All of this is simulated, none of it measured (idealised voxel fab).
The name of this process module is voxel gate over fins.
FYI the section here is cut, 220 nm wide, cells are 5 nm squares.
Heads up, the way a cross-section reads in here is a grid of square cells, handed over as bands from the top down, with every band being one or more rows of cells. The band entry comprises the height of the band's top followed by the height of its bottom, expressed in nm, and subsequently the band's materials from left to right, each stated together with its width in nm. Where a single material is marked with the word "edge to edge", that material fills the band from edge to edge. The word "blank" represents empty space. Height reference: 0 = level under which incoming wafer is all one material. Lowest band: no bottom, runs on downward, e.g. "top 0, no bottom". Note: "30..40" means the width goes from the first number (top row of the band) to the second number (bottom row) in equal steps per row of cells. "remained unchanged" (step): cross-section cells unchanged, all of them. "Enclosed cavity list": empty spaces of 8 cells or more with no open way to the top, each given as width x height at distance, distance from the left edge, all in nm. Read whatever lies past the settings on a step's line as the simulator's own remark about the step. overlay nm: how far to the right of its planned place the mask lay on this masked step (negative: to the left).

## Process steps foreseen in the plan
1 op RECEIVE | material Si
2 op CONFORMAL_DEP | material SiN | thk nm 5
3 op DIRECTIONAL_DEP | material aC | thk nm 10
4 op PATTERN | tone cover | mask id FINS | material resist | width nm 15 | pitch nm 40 | thk nm 25 | overlay nm 0
5 op DIRECTIONAL_ETCH | etch materials aC | depth nm 10
6 op STRIP | etch materials resist
7 op DIRECTIONAL_ETCH | etch materials SiN | depth nm 5
8 op DIRECTIONAL_ETCH | etch materials Si | depth nm 40
9 op STRIP | etch materials aC
10 op OXIDIZE | depth nm 5
11 op FILL_DEP | material SiO2 | thk nm 5
12 op CMP | height nm 5
13 op SELECTIVE_ETCH | etch materials SiO2 | depth nm 15
14 op STRIP | etch materials SiN
15 op CONFORMAL_DEP | material HfO2 | thk nm 5
16 op CONFORMAL_DEP | material TiN | thk nm 5
17 op CONFORMAL_DEP | material TiAl | thk nm 5
18 op CONFORMAL_DEP | material TiN | thk nm 5
19 op FILL_DEP | material W | thk nm 10
20 op CMP | height nm 25
21 op CONFORMAL_DEP | material SiCN | thk nm 10

## Shown in cross-section is the wafer as received, that is, as it stands after step 1
top 0, no bottom: Si edge to edge
Enclosed cavity list: none

## Looking at the first of two wafers in cross-section at end of module - ran to plan
top 35, bottom 25: SiCN edge to edge
top 25, bottom 20: W edge to edge
top 20, bottom 15: W (25) | TiN (165) | W (30)
top 15, bottom 10: W (25) | TiN (5) | TiAl (35) | TiN (5) | TiAl (35) | TiN (5) | TiAl (35) | TiN (5) | TiAl (35) | TiN (5) | W (30)
top 10, bottom 5: TiN (30) | TiAl (5) | TiN (25) | TiAl (5) | TiN (5) | TiAl (5) | TiN (25) | TiAl (5) | TiN (5) | TiAl (5) | TiN (25) | TiAl (5) | TiN (5) | TiAl (5) | TiN (25) | TiAl (5) | TiN (35)
top 5, bottom 0: TiAl (35) | TiN (5) | HfO2 (15) | TiN (5) | TiAl (15) | TiN (5) | HfO2 (15) | TiN (5) | TiAl (15) | TiN (5) | HfO2 (15) | TiN (5) | TiAl (15) | TiN (5) | HfO2 (15) | TiN (5) | TiAl (40)
top 0, bottom -5: TiN (40) | HfO2 (5) | Si (5) | HfO2 (5) | TiN (25) | HfO2 (5) | Si (5) | HfO2 (5) | TiN (25) | HfO2 (5) | Si (5) | HfO2 (5) | TiN (25) | HfO2 (5) | Si (5) | HfO2 (5) | TiN (45)
top -5, bottom -10: HfO2 (45) | Si (5) | HfO2 (35) | Si (5) | HfO2 (35) | Si (5) | HfO2 (35) | Si (5) | HfO2 (50)
top -10, bottom -45: SiO2 (45) | Si (5) | SiO2 (35) | Si (5) | SiO2 (35) | Si (5) | SiO2 (35) | Si (5) | SiO2 (50)
top -45, no bottom: Si edge to edge
Enclosed cavity list: none

## Cross-section, second wafer: same start as the first, same plan as the first, one mistake in running it; taken at the end of the module
top 35, bottom 25: SiCN edge to edge
top 25, bottom 20: W edge to edge
top 20, bottom 10: W (25) | TiN (165) | W (30)
top 10, bottom 5: TiN (35) | TiAl (25) | TiN (15) | TiAl (25) | TiN (15) | TiAl (25) | TiN (15) | TiAl (25) | TiN (40)
top 5, bottom 0: TiN (35) | TiAl (5) | HfO2 (15) | TiAl (5) | TiN (15) | TiAl (5) | HfO2 (15) | TiAl (5) | TiN (15) | TiAl (5) | HfO2 (15) | TiAl (5) | TiN (15) | TiAl (5) | HfO2 (15) | TiAl (5) | TiN (40)
top 0, bottom -5: TiAl (40) | HfO2 (5) | Si (5) | HfO2 (5) | TiAl (25) | HfO2 (5) | Si (5) | HfO2 (5) | TiAl (25) | HfO2 (5) | Si (5) | HfO2 (5) | TiAl (25) | HfO2 (5) | Si (5) | HfO2 (5) | TiAl (45)
top -5, bottom -10: HfO2 (45) | Si (5) | HfO2 (35) | Si (5) | HfO2 (35) | Si (5) | HfO2 (35) | Si (5) | HfO2 (50)
top -10, bottom -45: SiO2 (45) | Si (5) | SiO2 (35) | Si (5) | SiO2 (35) | Si (5) | SiO2 (35) | Si (5) | SiO2 (50)
top -45, no bottom: Si edge to edge
Enclosed cavity list: none
Run error: order of steps 16 and 17 inverted relative to the plan
Final wafers compared: equal cell tally per material, rearranged layout.
